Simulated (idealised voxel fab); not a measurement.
Name of the process module below: voxel transistor to metal
The width of the displayed cross-section, cut, is 215 nm; its cells are square, with a size of 5 nm.
Think of the cross-section as a grid of square cells. We describe it in bands, top to bottom, and each band covers one or more rows of those cells. Heads up on the band format: heights come first, top then bottom, in nm. After that it's the materials left to right, each with its width in nm. A single material flagged "throughout" fills the whole band edge to edge, and "air" means there's empty space there. A quick word on heights: they are counted from 0, and under that level the wafer as it came to us is one material throughout. The lowest band is different from the rest in having no bottom; it simply continues downward, written as in "0 down". With a width like "30 to 40", each row of cells in the band differs from the next by the same amount, the top row carrying the first number and the bottom row the second. "remains unaltered" means the step left every cell of the cross-section as it was. Under "Sealed voids" you'll find the enclosed gaps, the ones with no way out to the top, that are 8 cells or bigger; each reads width x height at distance, with distance counted from the left edge, everything in nm. Anything after a step's settings on that line? It's the simulator's own note about the step. A step's line can hold "overlay nm"; with a mask on that step, the setting says how far right of the planned place the mask lay, while a negative setting says it lay to the left.
This section lists the process steps that were planned
1: RECEIVE,material Si
2: OXIDIZE,depth nm 5
3: CONFORMAL_DEP,material SiN,thk nm 15
4: DIRECTIONAL_DEP,material aC,thk nm 10
5: PATTERN,tone cover,mask id ACTIVE,material resist,width nm 115,thk nm 25,overlay nm 0
6: DIRECTIONAL_ETCH,etch materials aC,depth nm 10
7: STRIP,etch materials resist
8: DIRECTIONAL_ETCH,etch materials SiN,depth nm 15
9: DIRECTIONAL_ETCH,etch materials SiO2,depth nm 5
10: DIRECTIONAL_ETCH,etch materials Si,depth nm 25
11: STRIP,etch materials aC
12: OXIDIZE,depth nm 5
13: FILL_DEP,material SiO2,thk nm 15
14: CMP,height nm 15
15: SELECTIVE_ETCH,etch materials SiO2,depth nm 15
16: STRIP,etch materials SiN
17: SELECTIVE_ETCH,etch materials SiO2,depth nm 5
18: OXIDIZE,depth nm 5
19: DIRECTIONAL_DEP,material polySi,thk nm 20
20: DIRECTIONAL_DEP,material SiCN,thk nm 10
21: PATTERN,tone cover,mask id GATE,material resist,width nm 25,thk nm 20,overlay nm 0
22: DIRECTIONAL_ETCH,etch materials SiCN,depth nm 20
23: DIRECTIONAL_ETCH,etch materials polySi,depth nm 30
24: STRIP,etch materials resist
25: CONFORMAL_DEP,material SiN,thk nm 5
26: DIRECTIONAL_ETCH,etch materials SiN,depth nm 5
27: DIRECTIONAL_ETCH,etch materials SiO2,depth nm 5
28: DIRECTIONAL_ETCH,etch materials Si,depth nm 15
29: EPI,material SiGe,thk nm 15
30: FILL_DEP,material SiO2,thk nm 10
31: CMP,height nm 15
32: STRIP,etch materials polySi
33: SELECTIVE_ETCH,etch materials SiO2,depth nm 5
34: CONFORMAL_DEP,material HfO2,thk nm 5
35: CONFORMAL_DEP,material TiN,thk nm 5
36: FILL_DEP,material W,thk nm 10
37: CMP,height nm 10
38: DIRECTIONAL_DEP,material SiO2,thk nm 15
39: PATTERN,tone open,mask id CONTACT,material resist,width nm 15,pitch nm 85,thk nm 20,overlay nm 0
40: DIRECTIONAL_ETCH,etch materials SiO2,depth nm 35
41: STRIP,etch materials resist
42: CONFORMAL_DEP,material TiN,thk nm 5
43: FILL_DEP,material W,thk nm 10
44: CMP,height nm 25
45: DIRECTIONAL_DEP,material TiN,thk nm 5
46: DIRECTIONAL_DEP,material Ru,thk nm 15
47: PATTERN,tone cover,mask id METAL_1,material resist,width nm 20,pitch nm 85,thk nm 20,overlay nm 0
48: DIRECTIONAL_ETCH,etch materials Ru,depth nm 15
49: DIRECTIONAL_ETCH,etch materials TiN,depth nm 5
50: STRIP,etch materials resist
51: CONFORMAL_DEP,material SiCN,thk nm 5
52: FILL_DEP,material lowk,thk nm 10
53: CMP,height nm 45
54: CONFORMAL_DEP,material SiCN,thk nm 5
Among the wafers covered here, the point of difference is the width nm at step 39; their starting state is shared, and the plan presents the value of the first wafer.
First wafer of several, as received: cross-section after step 1
    0 down = Si throughout
    Sealed voids: none
Rows = wafers. At module end, each row lists per material the cells gained (+) or lost (-) since the wafer was received, then the closed voids
width nm 15, +13 HfO2, +24 Ru, -238 Si, +90 SiCN, +60 SiGe, +6 SiN, +323 SiO2, +45 TiN, +14 W, +93 lowk, Sealed voids: none
width nm 20, +13 HfO2, +24 Ru, -238 Si, +90 SiCN, +60 SiGe, +6 SiN, +309 SiO2, +47 TiN, +26 W, +93 lowk, Sealed voids: none
width nm 25, +13 HfO2, +24 Ru, -238 Si, +90 SiCN, +60 SiGe, +6 SiN, +298 SiO2, +49 TiN, +35 W, +93 lowk, Sealed voids: none
width nm 30, +13 HfO2, +24 Ru, -238 Si, +90 SiCN, +60 SiGe, +6 SiN, +287 SiO2, +51 TiN, +44 W, +93 lowk, Sealed voids: none
width nm 35, +13 HfO2, +24 Ru, -238 Si, +90 SiCN, +60 SiGe, +6 SiN, +276 SiO2, +53 TiN, +53 W, +93 lowk, Sealed voids: none
